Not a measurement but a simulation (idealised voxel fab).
Process module heading - voxel ribs on slabs
Shown is cross-section cut, with a width of 210 nm and square cells of size 5 nm.
Think of the cross-section as a grid of square cells. We describe it in bands, top to bottom, and each band covers one or more rows of those cells.
Top, bottom (nm), then materials left to right with widths (nm); lone material tagged "edge to edge" fills the whole band edge to edge; "empty" = empty space.
Height datum 0, below which the as-received substrate wafer is one material. Lowest band open at the bottom, running downward: "0 -> down".
A width given as "30->40" starts at the first number in the band's top row and ends at the second number in its bottom row, shifting by an equal amount at every step from row to row.
Where a step carries "same as before", the cross-section came out of it unchanged, cell for cell.
Listed in "Enclosed internal voids": every empty space of 8 or more cells without an open way to the top. Form: width x height at distance, the distance being from the left edge, all in nm.
That trailing text on a step's line, after the settings, is the simulator's own remark on the step.
overlay nm: mask offset rightward from planned place, masked step; negative means leftward offset.

### So here's the lineup of process steps we planned
1: RECEIVE: material Si
2: DIRECTIONAL_DEP: material SiO2, thk nm 20
3: DIRECTIONAL_DEP: material polySi, thk nm 15
4: PATTERN: tone cover, mask id RIB, material resist, width nm 15, thk nm 15, overlay nm 0
5: DIRECTIONAL_ETCH: etch materials polySi, depth nm 10
6: STRIP: etch materials resist
7: MASKED_ETCH: tone cover, mask id SLAB, width nm 65, etch materials polySi, depth nm 5, overlay nm 0
8: FILL_DEP: material SiO2, thk nm 15
9: CMP: height nm 45
10: DIRECTIONAL_DEP: material W, thk nm 10
11: DIRECTIONAL_DEP: material aC, thk nm 10
12: PATTERN: tone cover, mask id HEATER, material resist, width nm 25, thk nm 25, overlay nm 0
13: DIRECTIONAL_ETCH: etch materials aC, depth nm 10
14: STRIP: etch materials resist
15: DIRECTIONAL_ETCH: etch materials W, depth nm 10
16: STRIP: etch materials aC
17: CONFORMAL_DEP: material SiN, thk nm 5

### First wafer out of two, processed as planned

### Cross-section of the incoming wafer, state after step 1
> 0 -> down  Si edge to edge
> Enclosed internal voids: none

### Sectional view: wafer, after step 2
> 20 -> 0  SiO2 edge to edge
> At heights below 0, the structure remains unaltered.

### Sectional view: wafer, after step 3
> 35 -> 20  polySi edge to edge
> At heights below 20, the structure remains unaltered.

### Sectional view: wafer, after step 4
> 50 -> 35  95 nm empty  15 nm resist  100 nm empty
> At heights below 35, the structure remains unaltered.

### Sectional view: wafer, after step 5
> 50 -> 35  95 nm empty  15 nm resist  100 nm empty
> 35 -> 25  95 nm empty  15 nm polySi  100 nm empty
> At heights below 25, the structure remains unaltered.

### Sectional view: wafer, after step 6
> 35 -> 25  95 nm empty  15 nm polySi  100 nm empty
> At heights below 25, the structure remains unaltered.

### Sectional view: wafer, after step 7
> 35 -> 25  95 nm empty  15 nm polySi  100 nm empty
> 25 -> 20  70 nm empty  65 nm polySi  75 nm empty
> At heights below 20, the structure remains unaltered.

### Sectional view: wafer, after step 8
> 50 -> 35  SiO2 edge to edge
> 35 -> 25  95 nm SiO2  15 nm polySi  100 nm SiO2
> 25 -> 20  70 nm SiO2  65 nm polySi  75 nm SiO2
> At heights below 20, the structure remains unaltered.

### Sectional view: wafer, after step 9
> 45 -> 35  SiO2 edge to edge
> At heights below 35, the structure remains unaltered.

### Sectional view: wafer, after step 10
> 55 -> 45  W edge to edge
> At heights below 45, the structure remains unaltered.

### Sectional view: wafer, after step 11
> 65 -> 55  aC edge to edge
> At heights below 55, the structure remains unaltered.

### Sectional view: wafer, after step 12
> 90 -> 65  90 nm empty  25 nm resist  95 nm empty
> At heights below 65, the structure remains unaltered.

### Sectional view: wafer, after step 13
> 80 -> 65  90 nm empty  25 nm resist  95 nm empty
> 65 -> 55  90 nm empty  25 nm aC  95 nm empty
> At heights below 55, the structure remains unaltered.

### Sectional view: wafer, after step 14
> 65 -> 55  90 nm empty  25 nm aC  95 nm empty
> At heights below 55, the structure remains unaltered.

### Sectional view: wafer, after step 15
> 65 -> 55  90 nm empty  25 nm aC  95 nm empty
> 55 -> 45  90 nm empty  25 nm W  95 nm empty
> At heights below 45, the structure remains unaltered.

### Sectional view: wafer, after step 16
> 55 -> 45  90 nm empty  25 nm W  95 nm empty
> At heights below 45, the structure remains unaltered.

### Sectional view: wafer, after step 17
> 60 -> 55  85 nm empty  35 nm SiN  90 nm empty
> 55 -> 50  85 nm empty  5 nm SiN  25 nm W  5 nm SiN  90 nm empty
> 50 -> 45  90 nm SiN  25 nm W  95 nm SiN
> At heights below 45, the structure remains unaltered.

### Second Wafer (Identical Start and Plan, One Processing Error; Matches First Wafer Through Step 6)

### Second wafer, cut view, end of step 7 per plan
> 30 -> 25  95 nm empty  15 nm polySi  100 nm empty
> 25 -> 20  70 nm polySi  25 nm empty  15 nm polySi  25 nm empty  75 nm polySi
> At heights below 20, the structure remains unaltered.

### Second wafer, cut view, end of step 8 per plan
> 45 -> 30  SiO2 edge to edge
> 30 -> 25  95 nm SiO2  15 nm polySi  100 nm SiO2
> 25 -> 20  70 nm polySi  25 nm SiO2  15 nm polySi  25 nm SiO2  75 nm polySi
> At heights below 20, the structure remains unaltered.

Second wafer, cut view, end of step 9 per plan: same as before

### Second wafer, cut view, end of step 10 per plan
> 55 -> 45  W edge to edge
> At heights below 45, the structure remains unaltered.

### Second wafer, cut view, end of step 11 per plan
> 65 -> 55  aC edge to edge
> At heights below 55, the structure remains unaltered.

### Second wafer, cut view, end of step 12 per plan
> 90 -> 65  90 nm empty  25 nm resist  95 nm empty
> At heights below 65, the structure remains unaltered.

### Second wafer, cut view, end of step 13 per plan
> 80 -> 65  90 nm empty  25 nm resist  95 nm empty
> 65 -> 55  90 nm empty  25 nm aC  95 nm empty
> At heights below 55, the structure remains unaltered.

### Second wafer, cut view, end of step 14 per plan
> 65 -> 55  90 nm empty  25 nm aC  95 nm empty
> At heights below 55, the structure remains unaltered.

### Second wafer, cut view, end of step 15 per plan
> 65 -> 55  90 nm empty  25 nm aC  95 nm empty
> 55 -> 45  90 nm empty  25 nm W  95 nm empty
> At heights below 45, the structure remains unaltered.

### Second wafer, cut view, end of step 16 per plan
> 55 -> 45  90 nm empty  25 nm W  95 nm empty
> At heights below 45, the structure remains unaltered.

### Second wafer, cut view, end of step 17 per plan
> 60 -> 55  85 nm empty  35 nm SiN  90 nm empty
> 55 -> 50  85 nm empty  5 nm SiN  25 nm W  5 nm SiN  90 nm empty
> 50 -> 45  90 nm SiN  25 nm W  95 nm SiN
> At heights below 45, the structure remains unaltered.
Misprocessing identified: step 7 was run on a setting that differed from the plan, and what really ran there is MASKED_ETCH: tone open, mask id SLAB, width nm 65, etch materials polySi, depth nm 5, overlay nm 0
End of process, cell counts, second wafer against first, materials with more or fewer: SiO2 -16 | polySi +16
